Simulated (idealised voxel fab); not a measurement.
process module | voxel wiring stack
cross-section cut | 205 nm wide | cells 5 nm
A cross-section is a grid of square cells, given in bands from the top down. A band is one or more rows of cells.
Each band's line starts with the height of the band's top and of its bottom, in nm. Then come its materials from left to right, each with its width in nm. One material with "throughout" fills the band from edge to edge. "air" is empty space.
Height 0 is the level under which the wafer as received is all one material. The lowest band goes on downwards, as in "0 down".
A width such as "30 to 40" changes by the same amount from each row of cells to the next, from the band's top row to its bottom row.
"no change" after a step means that no cell of the cross-section changed.
closed voids: empty space of 8 cells or more with no open way to the top, each as width x height at its distance from the left edge, in nm
after a step's settings: what the simulator itself notes on the step
overlay nm, on a step with a mask: how far to the right of its planned place the mask lay; to the left if negative
plan
1 op RECEIVE | material Si
2 op CONFORMAL_DEP | material SiO2 | thk nm 10
3 op CONFORMAL_DEP | material SiN | thk nm 5
4 op DIRECTIONAL_DEP | material SiO2 | thk nm 20
5 op DIRECTIONAL_DEP | material aC | thk nm 15
6 op PATTERN | tone open | mask id METAL_1 | material resist | width nm 25 | pitch nm 50 | thk nm 35 | overlay nm 0
7 op DIRECTIONAL_ETCH | etch materials aC | depth nm 15
8 op STRIP | etch materials resist
9 op DIRECTIONAL_ETCH | etch materials SiO2 | depth nm 20
10 op DIRECTIONAL_ETCH | etch materials SiN | depth nm 5
11 op STRIP | etch materials aC
12 op CONFORMAL_DEP | material TiN | thk nm 5
13 op FILL_DEP | material W | thk nm 5
14 op CMP | height nm 35
15 op EPI | material Ru | thk nm 5
16 op FILL_DEP | material SiCN | thk nm 5
17 op DIRECTIONAL_DEP | material lowk | thk nm 35
18 op MASKED_ETCH | tone open | mask id METAL_2_HOLES | width nm 15 | pitch nm 50 | etch materials lowk | depth nm 35 | overlay nm 0
19 op MASKED_ETCH | tone open | mask id METAL_2 | width nm 25 | pitch nm 50 | etch materials lowk | depth nm 20 | overlay nm 0
20 op MASKED_ETCH | tone open | mask id METAL_2 | width nm 25 | pitch nm 50 | etch materials SiCN | depth nm 5 | overlay nm 0
21 op CONFORMAL_DEP | material TiN | thk nm 5
22 op FILL_DEP | material Cu | thk nm 10
23 op CMP | height nm 80
24 op CONFORMAL_DEP | material SiCN | thk nm 5
25 op DIRECTIONAL_DEP | material SiO2 | thk nm 30
26 op PATTERN | tone open | mask id METAL_3_HOLES | material resist | width nm 15 | pitch nm 50 | thk nm 15 | overlay nm 0
27 op DIRECTIONAL_ETCH | etch materials SiO2 | depth nm 30
28 op STRIP | etch materials resist
29 op DIRECTIONAL_DEP | material aC | thk nm 15
30 op PATTERN | tone open | mask id METAL_3 | material resist | width nm 25 | pitch nm 50 | thk nm 35 | overlay nm 0
31 op DIRECTIONAL_ETCH | etch materials aC | depth nm 15
32 op STRIP | etch materials resist
33 op DIRECTIONAL_ETCH | etch materials SiO2 | depth nm 20
34 op DIRECTIONAL_ETCH | etch materials SiCN | depth nm 5
35 op STRIP | etch materials aC
36 op CONFORMAL_DEP | material TiN | thk nm 5
37 op FILL_DEP | material Ru | thk nm 10
38 op CMP | height nm 115
39 op CONFORMAL_DEP | material SiCN | thk nm 5
first wafer, as planned
as received, after step 1
  0 down: Si throughout
  closed voids: none
after step 2
  10 to 0: SiO2 throughout
  below 0: unchanged
after step 3
  15 to 10: SiN throughout
  below 10: unchanged
after step 4
  35 to 15: SiO2 throughout
  below 15: unchanged
after step 5
  50 to 35: aC throughout
  below 35: unchanged
after step 6
  85 to 50: resist 40 | air 25 | resist 25 | air 25 | resist 25 | air 25 | resist 40
  below 50: unchanged
after step 7
  70 to 50: resist 40 | air 25 | resist 25 | air 25 | resist 25 | air 25 | resist 40
  50 to 35: aC 40 | air 25 | aC 25 | air 25 | aC 25 | air 25 | aC 40
  below 35: unchanged
after step 8
  50 to 35: aC 40 | air 25 | aC 25 | air 25 | aC 25 | air 25 | aC 40
  below 35: unchanged
after step 9
  50 to 35: aC 40 | air 25 | aC 25 | air 25 | aC 25 | air 25 | aC 40
  35 to 15: SiO2 40 | air 25 | SiO2 25 | air 25 | SiO2 25 | air 25 | SiO2 40
  below 15: unchanged
after step 10
  50 to 35: aC 40 | air 25 | aC 25 | air 25 | aC 25 | air 25 | aC 40
  35 to 15: SiO2 40 | air 25 | SiO2 25 | air 25 | SiO2 25 | air 25 | SiO2 40
  15 to 10: SiN 40 | air 25 | SiN 25 | air 25 | SiN 25 | air 25 | SiN 40
  below 10: unchanged
after step 11
  35 to 15: SiO2 40 | air 25 | SiO2 25 | air 25 | SiO2 25 | air 25 | SiO2 40
  below 15: unchanged
after step 12
  40 to 35: TiN 45 | air 15 | TiN 35 | air 15 | TiN 35 | air 15 | TiN 45
  35 to 15: SiO2 40 | TiN 5 | air 15 | TiN 5 | SiO2 25 | TiN 5 | air 15 | TiN 5 | SiO2 25 | TiN 5 | air 15 | TiN 5 | SiO2 40
  15 to 10: SiN 40 | TiN 25 | SiN 25 | TiN 25 | SiN 25 | TiN 25 | SiN 40
  below 10: unchanged
after step 13
  45 to 40: W throughout
  40 to 35: TiN 45 | W 15 | TiN 35 | W 15 | TiN 35 | W 15 | TiN 45
  35 to 15: SiO2 40 | TiN 5 | W 15 | TiN 5 | SiO2 25 | TiN 5 | W 15 | TiN 5 | SiO2 25 | TiN 5 | W 15 | TiN 5 | SiO2 40
  below 15: unchanged
after step 14
  35 to 15: SiO2 40 | TiN 5 | W 15 | TiN 5 | SiO2 25 | TiN 5 | W 15 | TiN 5 | SiO2 25 | TiN 5 | W 15 | TiN 5 | SiO2 40
  below 15: unchanged
after step 15
  40 to 35: air 35 | Ru 35 | air 15 | Ru 35 | air 15 | Ru 35 | air 35
  below 35: unchanged
after step 16
  45 to 40: SiCN throughout
  40 to 35: SiCN 35 | Ru 35 | SiCN 15 | Ru 35 | SiCN 15 | Ru 35 | SiCN 35
  below 35: unchanged
after step 17
  80 to 45: lowk throughout
  below 45: unchanged
after step 18
  80 to 45: lowk 40 | air 15 | lowk 35 | air 15 | lowk 35 | air 15 | lowk 50
  below 45: unchanged
after step 19
  80 to 60: lowk 40 | air 25 | lowk 25 | air 25 | lowk 25 | air 25 | lowk 40
  below 60: unchanged
after step 20
  80 to 60: lowk 40 | air 25 | lowk 25 | air 25 | lowk 25 | air 25 | lowk 40
  60 to 45: lowk 40 | air 15 | lowk 35 | air 15 | lowk 35 | air 15 | lowk 50
  45 to 40: SiCN 40 | air 15 | SiCN 35 | air 15 | SiCN 35 | air 15 | SiCN 50
  below 40: unchanged
after step 21
  85 to 80: TiN 45 | air 15 | TiN 35 | air 15 | TiN 35 | air 15 | TiN 45
  80 to 65: lowk 40 | TiN 5 | air 15 | TiN 5 | lowk 25 | TiN 5 | air 15 | TiN 5 | lowk 25 | TiN 5 | air 15 | TiN 5 | lowk 40
  65 to 60: lowk 40 | TiN 5 | air 5 | TiN 15 | lowk 25 | TiN 5 | air 5 | TiN 15 | lowk 25 | TiN 5 | air 5 | TiN 15 | lowk 40
  60 to 45: lowk 40 | TiN 5 | air 5 | TiN 5 | lowk 35 | TiN 5 | air 5 | TiN 5 | lowk 35 | TiN 5 | air 5 | TiN 5 | lowk 50
  45 to 40: SiCN 40 | TiN 15 | SiCN 35 | TiN 15 | SiCN 35 | TiN 15 | SiCN 50
  below 40: unchanged
after step 22
  95 to 85: Cu throughout
  85 to 80: TiN 45 | Cu 15 | TiN 35 | Cu 15 | TiN 35 | Cu 15 | TiN 45
  80 to 65: lowk 40 | TiN 5 | Cu 15 | TiN 5 | lowk 25 | TiN 5 | Cu 15 | TiN 5 | lowk 25 | TiN 5 | Cu 15 | TiN 5 | lowk 40
  65 to 60: lowk 40 | TiN 5 | Cu 5 | TiN 15 | lowk 25 | TiN 5 | Cu 5 | TiN 15 | lowk 25 | TiN 5 | Cu 5 | TiN 15 | lowk 40
  60 to 45: lowk 40 | TiN 5 | Cu 5 | TiN 5 | lowk 35 | TiN 5 | Cu 5 | TiN 5 | lowk 35 | TiN 5 | Cu 5 | TiN 5 | lowk 50
  below 45: unchanged
after step 23
  80 to 65: lowk 40 | TiN 5 | Cu 15 | TiN 5 | lowk 25 | TiN 5 | Cu 15 | TiN 5 | lowk 25 | TiN 5 | Cu 15 | TiN 5 | lowk 40
  below 65: unchanged
after step 24
  85 to 80: SiCN throughout
  below 80: unchanged
after step 25
  115 to 85: SiO2 throughout
  below 85: unchanged
after step 26
  130 to 115: resist 40 | air 15 | resist 35 | air 15 | resist 35 | air 15 | resist 50
  below 115: unchanged
after step 27
  130 to 115: resist 40 | air 15 | resist 35 | air 15 | resist 35 | air 15 | resist 50
  115 to 85: SiO2 40 | air 15 | SiO2 35 | air 15 | SiO2 35 | air 15 | SiO2 50
  below 85: unchanged
after step 28
  115 to 85: SiO2 40 | air 15 | SiO2 35 | air 15 | SiO2 35 | air 15 | SiO2 50
  below 85: unchanged
after step 29
  130 to 115: aC 40 | air 15 | aC 35 | air 15 | aC 35 | air 15 | aC 50
  115 to 100: SiO2 40 | air 15 | SiO2 35 | air 15 | SiO2 35 | air 15 | SiO2 50
  100 to 85: SiO2 40 | aC 15 | SiO2 35 | aC 15 | SiO2 35 | aC 15 | SiO2 50
  below 85: unchanged
after step 30
  165 to 130: resist 40 | air 25 | resist 25 | air 25 | resist 25 | air 25 | resist 40
  below 130: unchanged
after step 31
  150 to 130: resist 40 | air 25 | resist 25 | air 25 | resist 25 | air 25 | resist 40
  130 to 115: aC 40 | air 25 | aC 25 | air 25 | aC 25 | air 25 | aC 40
  115 to 85: SiO2 40 | air 15 | SiO2 35 | air 15 | SiO2 35 | air 15 | SiO2 50
  below 85: unchanged
after step 32
  130 to 115: aC 40 | air 25 | aC 25 | air 25 | aC 25 | air 25 | aC 40
  below 115: unchanged
after step 33
  130 to 115: aC 40 | air 25 | aC 25 | air 25 | aC 25 | air 25 | aC 40
  115 to 95: SiO2 40 | air 25 | SiO2 25 | air 25 | SiO2 25 | air 25 | SiO2 40
  below 95: unchanged
after step 34
  130 to 115: aC 40 | air 25 | aC 25 | air 25 | aC 25 | air 25 | aC 40
  115 to 95: SiO2 40 | air 25 | SiO2 25 | air 25 | SiO2 25 | air 25 | SiO2 40
  95 to 85: SiO2 40 | air 15 | SiO2 35 | air 15 | SiO2 35 | air 15 | SiO2 50
  85 to 80: SiCN 40 | air 15 | SiCN 35 | air 15 | SiCN 35 | air 15 | SiCN 50
  below 80: unchanged
after step 35
  115 to 95: SiO2 40 | air 25 | SiO2 25 | air 25 | SiO2 25 | air 25 | SiO2 40
  below 95: unchanged
after step 36
  120 to 115: TiN 45 | air 15 | TiN 35 | air 15 | TiN 35 | air 15 | TiN 45
  115 to 100: SiO2 40 | TiN 5 | air 15 | TiN 5 | SiO2 25 | TiN 5 | air 15 | TiN 5 | SiO2 25 | TiN 5 | air 15 | TiN 5 | SiO2 40
  100 to 95: SiO2 40 | TiN 5 | air 5 | TiN 15 | SiO2 25 | TiN 5 | air 5 | TiN 15 | SiO2 25 | TiN 5 | air 5 | TiN 15 | SiO2 40
  95 to 85: SiO2 40 | TiN 5 | air 5 | TiN 5 | SiO2 35 | TiN 5 | air 5 | TiN 5 | SiO2 35 | TiN 5 | air 5 | TiN 5 | SiO2 50
  85 to 80: SiCN 40 | TiN 15 | SiCN 35 | TiN 15 | SiCN 35 | TiN 15 | SiCN 50
  below 80: unchanged
after step 37
  130 to 120: Ru throughout
  120 to 115: TiN 45 | Ru 15 | TiN 35 | Ru 15 | TiN 35 | Ru 15 | TiN 45
  115 to 100: SiO2 40 | TiN 5 | Ru 15 | TiN 5 | SiO2 25 | TiN 5 | Ru 15 | TiN 5 | SiO2 25 | TiN 5 | Ru 15 | TiN 5 | SiO2 40
  100 to 95: SiO2 40 | TiN 5 | Ru 5 | TiN 15 | SiO2 25 | TiN 5 | Ru 5 | TiN 15 | SiO2 25 | TiN 5 | Ru 5 | TiN 15 | SiO2 40
  95 to 85: SiO2 40 | TiN 5 | Ru 5 | TiN 5 | SiO2 35 | TiN 5 | Ru 5 | TiN 5 | SiO2 35 | TiN 5 | Ru 5 | TiN 5 | SiO2 50
  below 85: unchanged
after step 38
  115 to 100: SiO2 40 | TiN 5 | Ru 15 | TiN 5 | SiO2 25 | TiN 5 | Ru 15 | TiN 5 | SiO2 25 | TiN 5 | Ru 15 | TiN 5 | SiO2 40
  below 100: unchanged
after step 39
  120 to 115: SiCN throughout
  below 115: unchanged
second wafer: like start, like plan, one mistake. Through step 15 it matches the first wafer
when step 16 should have ended: no change
when step 17 should have ended
  75 to 70: air 35 | lowk 35 | air 15 | lowk 35 | air 15 | lowk 35 | air 35
  70 to 40: lowk throughout
  40 to 35: lowk 35 | Ru 35 | lowk 15 | Ru 35 | lowk 15 | Ru 35 | lowk 35
  below 35: unchanged
when step 18 should have ended
  75 to 70: air 35 | lowk 5 | air 15 | lowk 15 | air 15 | lowk 5 | air 15 | lowk 15 | air 15 | lowk 5 | air 15 | lowk 15 | air 35
  70 to 40: lowk 40 | air 15 | lowk 35 | air 15 | lowk 35 | air 15 | lowk 50
  below 40: unchanged
when step 19 should have ended
  75 to 70: air 35 | lowk 5 | air 25 | lowk 5 | air 15 | lowk 5 | air 25 | lowk 5 | air 15 | lowk 5 | air 25 | lowk 5 | air 35
  70 to 55: lowk 40 | air 25 | lowk 25 | air 25 | lowk 25 | air 25 | lowk 40
  below 55: unchanged
when step 20 should have ended: no change
when step 21 should have ended
  80 to 75: air 30 | TiN 15 | air 15 | TiN 15 | air 5 | TiN 15 | air 15 | TiN 15 | air 5 | TiN 15 | air 15 | TiN 15 | air 30
  75 to 70: TiN 35 | lowk 5 | TiN 5 | air 15 | TiN 5 | lowk 5 | TiN 15 | lowk 5 | TiN 5 | air 15 | TiN 5 | lowk 5 | TiN 15 | lowk 5 | TiN 5 | air 15 | TiN 5 | lowk 5 | TiN 35
  70 to 60: lowk 40 | TiN 5 | air 15 | TiN 5 | lowk 25 | TiN 5 | air 15 | TiN 5 | lowk 25 | TiN 5 | air 15 | TiN 5 | lowk 40
  60 to 55: lowk 40 | TiN 5 | air 5 | TiN 15 | lowk 25 | TiN 5 | air 5 | TiN 15 | lowk 25 | TiN 5 | air 5 | TiN 15 | lowk 40
  55 to 45: lowk 40 | TiN 5 | air 5 | TiN 5 | lowk 35 | TiN 5 | air 5 | TiN 5 | lowk 35 | TiN 5 | air 5 | TiN 5 | lowk 50
  45 to 40: lowk 40 | TiN 15 | lowk 35 | TiN 15 | lowk 35 | TiN 15 | lowk 50
  below 40: unchanged
when step 22 should have ended
  90 to 80: Cu throughout
  80 to 75: Cu 30 | TiN 15 | Cu 15 | TiN 15 | Cu 5 | TiN 15 | Cu 15 | TiN 15 | Cu 5 | TiN 15 | Cu 15 | TiN 15 | Cu 30
  75 to 70: TiN 35 | lowk 5 | TiN 5 | Cu 15 | TiN 5 | lowk 5 | TiN 15 | lowk 5 | TiN 5 | Cu 15 | TiN 5 | lowk 5 | TiN 15 | lowk 5 | TiN 5 | Cu 15 | TiN 5 | lowk 5 | TiN 35
  70 to 60: lowk 40 | TiN 5 | Cu 15 | TiN 5 | lowk 25 | TiN 5 | Cu 15 | TiN 5 | lowk 25 | TiN 5 | Cu 15 | TiN 5 | lowk 40
  60 to 55: lowk 40 | TiN 5 | Cu 5 | TiN 15 | lowk 25 | TiN 5 | Cu 5 | TiN 15 | lowk 25 | TiN 5 | Cu 5 | TiN 15 | lowk 40
  55 to 45: lowk 40 | TiN 5 | Cu 5 | TiN 5 | lowk 35 | TiN 5 | Cu 5 | TiN 5 | lowk 35 | TiN 5 | Cu 5 | TiN 5 | lowk 50
  below 45: unchanged
when step 23 should have ended
  80 to 75: Cu 30 | TiN 15 | Cu 15 | TiN 15 | Cu 5 | TiN 15 | Cu 15 | TiN 15 | Cu 5 | TiN 15 | Cu 15 | TiN 15 | Cu 30
  below 75: unchanged
when step 24 should have ended
  85 to 80: SiCN throughout
  below 80: unchanged
when step 25 should have ended
  115 to 85: SiO2 throughout
  below 85: unchanged
when step 26 should have ended
  130 to 115: resist 40 | air 15 | resist 35 | air 15 | resist 35 | air 15 | resist 50
  below 115: unchanged
when step 27 should have ended
  130 to 115: resist 40 | air 15 | resist 35 | air 15 | resist 35 | air 15 | resist 50
  115 to 85: SiO2 40 | air 15 | SiO2 35 | air 15 | SiO2 35 | air 15 | SiO2 50
  below 85: unchanged
when step 28 should have ended
  115 to 85: SiO2 40 | air 15 | SiO2 35 | air 15 | SiO2 35 | air 15 | SiO2 50
  below 85: unchanged
when step 29 should have ended
  130 to 115: aC 40 | air 15 | aC 35 | air 15 | aC 35 | air 15 | aC 50
  115 to 100: SiO2 40 | air 15 | SiO2 35 | air 15 | SiO2 35 | air 15 | SiO2 50
  100 to 85: SiO2 40 | aC 15 | SiO2 35 | aC 15 | SiO2 35 | aC 15 | SiO2 50
  below 85: unchanged
when step 30 should have ended
  165 to 130: resist 40 | air 25 | resist 25 | air 25 | resist 25 | air 25 | resist 40
  below 130: unchanged
when step 31 should have ended
  150 to 130: resist 40 | air 25 | resist 25 | air 25 | resist 25 | air 25 | resist 40
  130 to 115: aC 40 | air 25 | aC 25 | air 25 | aC 25 | air 25 | aC 40
  115 to 85: SiO2 40 | air 15 | SiO2 35 | air 15 | SiO2 35 | air 15 | SiO2 50
  below 85: unchanged
when step 32 should have ended
  130 to 115: aC 40 | air 25 | aC 25 | air 25 | aC 25 | air 25 | aC 40
  below 115: unchanged
when step 33 should have ended
  130 to 115: aC 40 | air 25 | aC 25 | air 25 | aC 25 | air 25 | aC 40
  115 to 95: SiO2 40 | air 25 | SiO2 25 | air 25 | SiO2 25 | air 25 | SiO2 40
  below 95: unchanged
when step 34 should have ended
  130 to 115: aC 40 | air 25 | aC 25 | air 25 | aC 25 | air 25 | aC 40
  115 to 95: SiO2 40 | air 25 | SiO2 25 | air 25 | SiO2 25 | air 25 | SiO2 40
  95 to 85: SiO2 40 | air 15 | SiO2 35 | air 15 | SiO2 35 | air 15 | SiO2 50
  85 to 80: SiCN 40 | air 15 | SiCN 35 | air 15 | SiCN 35 | air 15 | SiCN 50
  below 80: unchanged
when step 35 should have ended
  115 to 95: SiO2 40 | air 25 | SiO2 25 | air 25 | SiO2 25 | air 25 | SiO2 40
  below 95: unchanged
when step 36 should have ended
  120 to 115: TiN 45 | air 15 | TiN 35 | air 15 | TiN 35 | air 15 | TiN 45
  115 to 100: SiO2 40 | TiN 5 | air 15 | TiN 5 | SiO2 25 | TiN 5 | air 15 | TiN 5 | SiO2 25 | TiN 5 | air 15 | TiN 5 | SiO2 40
  100 to 95: SiO2 40 | TiN 5 | air 5 | TiN 15 | SiO2 25 | TiN 5 | air 5 | TiN 15 | SiO2 25 | TiN 5 | air 5 | TiN 15 | SiO2 40
  95 to 85: SiO2 40 | TiN 5 | air 5 | TiN 5 | SiO2 35 | TiN 5 | air 5 | TiN 5 | SiO2 35 | TiN 5 | air 5 | TiN 5 | SiO2 50
  85 to 80: SiCN 40 | TiN 15 | SiCN 35 | TiN 15 | SiCN 35 | TiN 15 | SiCN 50
  below 80: unchanged
when step 37 should have ended
  130 to 120: Ru throughout
  120 to 115: TiN 45 | Ru 15 | TiN 35 | Ru 15 | TiN 35 | Ru 15 | TiN 45
  115 to 100: SiO2 40 | TiN 5 | Ru 15 | TiN 5 | SiO2 25 | TiN 5 | Ru 15 | TiN 5 | SiO2 25 | TiN 5 | Ru 15 | TiN 5 | SiO2 40
  100 to 95: SiO2 40 | TiN 5 | Ru 5 | TiN 15 | SiO2 25 | TiN 5 | Ru 5 | TiN 15 | SiO2 25 | TiN 5 | Ru 5 | TiN 15 | SiO2 40
  95 to 85: SiO2 40 | TiN 5 | Ru 5 | TiN 5 | SiO2 35 | TiN 5 | Ru 5 | TiN 5 | SiO2 35 | TiN 5 | Ru 5 | TiN 5 | SiO2 50
  below 85: unchanged
when step 38 should have ended
  115 to 100: SiO2 40 | TiN 5 | Ru 15 | TiN 5 | SiO2 25 | TiN 5 | Ru 15 | TiN 5 | SiO2 25 | TiN 5 | Ru 15 | TiN 5 | SiO2 40
  below 100: unchanged
when step 39 should have ended
  120 to 115: SiCN throughout
  below 115: unchanged
what went wrong: step 16 was left out
at the end the second wafer has, in cells: 20 more of Cu | 52 fewer of SiCN | 32 more of TiN
